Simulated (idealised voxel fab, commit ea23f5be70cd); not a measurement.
process module | voxel capacitor over wiring
cross-section cut | 225 nm wide | cells 5 nm
A cross-section is a grid of square cells, given in bands from the top down. A band is one or more rows of cells.
Each band's line starts with the height of the band's top and of its bottom, in nm. Then come its materials from left to right, each with its width in nm. One material with "throughout" fills the band from edge to edge. "air" is empty space.
Height 0 is the level under which the wafer as received is all one material. The lowest band goes on downwards, as in "0 down".
A width such as "30 to 40" changes by the same amount from each row of cells to the next, from the band's top row to its bottom row.
"no change" after a step means that no cell of the cross-section changed.
closed voids: empty space of 8 cells or more with no open way to the top, each as width x height at its distance from the left edge, in nm
after a step's settings: what the simulator itself notes on the step
overlay nm, on a step with a mask: how far to the right of its planned place the mask lay; to the left if negative
plan
1 op RECEIVE | material Si
2 op CONFORMAL_DEP | material SiO2 | thk nm 15
3 op DIRECTIONAL_DEP | material TiN | thk nm 5
4 op DIRECTIONAL_DEP | material W | thk nm 25
5 op MASKED_ETCH | tone cover | mask id METAL_1 | width nm 30 | pitch nm 95 | etch materials W | depth nm 25 | overlay nm 0
6 op MASKED_ETCH | tone cover | mask id METAL_1 | width nm 30 | pitch nm 95 | etch materials TiN | depth nm 5 | overlay nm 0
7 op CONFORMAL_DEP | material SiN | thk nm 5
8 op FILL_DEP | material SiO2 | thk nm 10
9 op CMP | height nm 45
10 op CONFORMAL_DEP | material SiCN | thk nm 5
11 op DIRECTIONAL_DEP | material lowk | thk nm 20
12 op DIRECTIONAL_DEP | material aC | thk nm 15
13 op PATTERN | tone open | mask id PLUG_1 | material resist | width nm 15 | thk nm 30 | overlay nm 0
14 op DIRECTIONAL_ETCH | etch materials aC | depth nm 15
15 op STRIP | etch materials resist
16 op DIRECTIONAL_ETCH | etch materials lowk | depth nm 20
17 op DIRECTIONAL_ETCH | etch materials SiCN | depth nm 5
18 op STRIP | etch materials aC
19 op EPI | material Ru | thk nm 10
20 op EPI | material Ru | thk nm 10
21 op EPI | material Ru | thk nm 5
22 op DIRECTIONAL_DEP | material TiN | thk nm 10
23 op DIRECTIONAL_DEP | material SiN | thk nm 5
24 op DIRECTIONAL_DEP | material TiN | thk nm 10
25 op DIRECTIONAL_DEP | material aC | thk nm 15
26 op PATTERN | tone cover | mask id UPPER_PLATE | material resist | width nm 70 | thk nm 35 | overlay nm 0
27 op DIRECTIONAL_ETCH | etch materials aC | depth nm 15
28 op STRIP | etch materials resist
29 op DIRECTIONAL_ETCH | etch materials TiN | depth nm 10
30 op DIRECTIONAL_ETCH | etch materials SiN | depth nm 5
31 op STRIP | etch materials aC
32 op DIRECTIONAL_DEP | material aC | thk nm 10
33 op PATTERN | tone cover | mask id LOWER_PLATE | material resist | width nm 80 | thk nm 25 | overlay nm 0
34 op DIRECTIONAL_ETCH | etch materials aC | depth nm 10
35 op STRIP | etch materials resist
36 op DIRECTIONAL_ETCH | etch materials TiN | depth nm 10
37 op STRIP | etch materials aC
38 op FILL_DEP | material SiO2 | thk nm 20
39 op CMP | height nm 110
40 op DIRECTIONAL_DEP | material aC | thk nm 15
41 op PATTERN | tone open | mask id PLUG_2 | material resist | width nm 15 | thk nm 35 | overlay nm 0
42 op DIRECTIONAL_ETCH | etch materials aC | depth nm 15
43 op STRIP | etch materials resist
44 op DIRECTIONAL_ETCH | etch materials SiO2 | depth nm 15
45 op STRIP | etch materials aC
46 op CONFORMAL_DEP | material TiN | thk nm 5
47 op FILL_DEP | material Ru | thk nm 10
48 op CMP | height nm 110
49 op CONFORMAL_DEP | material SiCN | thk nm 5
as received, after step 1
  0 down: Si throughout
  closed voids: none
first wafer at the end, as planned
  115 to 110: SiCN throughout
  110 to 100: SiO2 75 | TiN 5 | Ru 5 | TiN 5 | SiO2 135
  100 to 95: SiO2 75 | TiN 15 | SiO2 135
  95 to 85: SiO2 65 | TiN 70 | SiO2 90
  85 to 80: SiO2 65 | SiN 70 | SiO2 90
  80 to 70: SiO2 60 | TiN 80 | SiO2 85
  70 to 50: lowk 65 | Ru 15 | lowk 145
  50 to 45: SiCN 65 | Ru 15 | SiCN 145
  45 to 20: SiO2 45 | SiN 5 | W 30 | SiN 5 | SiO2 55 | SiN 5 | W 30 | SiN 5 | SiO2 45
  20 to 15: SiN 50 | TiN 30 | SiN 65 | TiN 30 | SiN 50
  15 to 0: SiO2 throughout
  0 down: Si throughout
  closed voids: none
second wafer at the end: like start, like plan, one mistake
  105 to 100: SiCN throughout
  100 to 95: SiO2 75 | TiN 15 | SiO2 135
  95 to 85: SiO2 65 | TiN 70 | SiO2 90
  85 to 80: SiO2 65 | SiN 70 | SiO2 90
  80 to 70: SiO2 60 | TiN 80 | SiO2 85
  70 to 50: lowk 65 | Ru 15 | lowk 145
  50 to 45: SiCN 65 | Ru 15 | SiCN 145
  45 to 20: SiO2 45 | SiN 5 | W 30 | SiN 5 | SiO2 55 | SiN 5 | W 30 | SiN 5 | SiO2 45
  20 to 15: SiN 50 | TiN 30 | SiN 65 | TiN 30 | SiN 50
  15 to 0: SiO2 throughout
  0 down: Si throughout
  closed voids: none
what went wrong: step 48 ran as: op CMP | height nm 100
at the end the second wafer has, in cells: 2 fewer of Ru | 84 fewer of SiO2 | 4 fewer of TiN
